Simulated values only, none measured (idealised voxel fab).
process module | voxel ribs on slabs
cross-section cut | 300 nm wide | cells 5 nm
A cross-section is a grid of square cells, given in bands from the top down. A band is one or more rows of cells.
Each band's line starts with the height of the band's top and of its bottom, in nm. Then come its materials from left to right, each with its width in nm. One material with "throughout" fills the band from edge to edge. "air" is empty space.
Height 0 is the level under which the wafer as received is all one material. The lowest band goes on downwards, as in "0 down".
A width such as "30 to 40" changes by the same amount from each row of cells to the next, from the band's top row to its bottom row.
"no change" after a step means that no cell of the cross-section changed.
closed voids: empty space of 8 cells or more with no open way to the top, each as width x height at its distance from the left edge, in nm
after a step's settings: what the simulator itself notes on the step
overlay nm, on a step with a mask: how far to the right of its planned place the mask lay; to the left if negative
plan
1 op RECEIVE | material Si
2 op DIRECTIONAL_DEP | material SiO2 | thk nm 25
3 op DIRECTIONAL_DEP | material SiN | thk nm 15
4 op PATTERN | tone cover | mask id RIB | material resist | width nm 25 | thk nm 20 | overlay nm 0
5 op DIRECTIONAL_ETCH | etch materials SiN | depth nm 5
6 op STRIP | etch materials resist
7 op PATTERN | tone cover | mask id SLAB | material resist | width nm 85 | thk nm 15 | overlay nm 0
8 op DIRECTIONAL_ETCH | etch materials SiN | depth nm 10
9 op STRIP | etch materials resist
10 op FILL_DEP | material SiO2 | thk nm 25
11 op CMP | height nm 60
12 op DIRECTIONAL_DEP | material W | thk nm 5
13 op PATTERN | tone cover | mask id HEATER | material resist | width nm 35 | thk nm 15 | overlay nm 0
14 op DIRECTIONAL_ETCH | etch materials W | depth nm 5
15 op STRIP | etch materials resist
16 op CONFORMAL_DEP | material SiO2 | thk nm 5
as received, after step 1
  0 down: Si throughout
  closed voids: none
a wafer at the end: this start, this plan, one mistake
  70 to 65: air 120 | SiO2 55 | air 125
  65 to 60: SiO2 125 | W 45 | SiO2 130
  60 to 40: SiO2 throughout
  40 to 35: SiO2 135 | SiN 25 | SiO2 140
  35 to 25: SiO2 105 | SiN 85 | SiO2 110
  25 to 0: SiO2 throughout
  0 down: Si throughout
  closed voids: none
what went wrong: step 13 ran as: op PATTERN | tone cover | mask id HEATER | material resist | width nm 45 | thk nm 15 | overlay nm 0
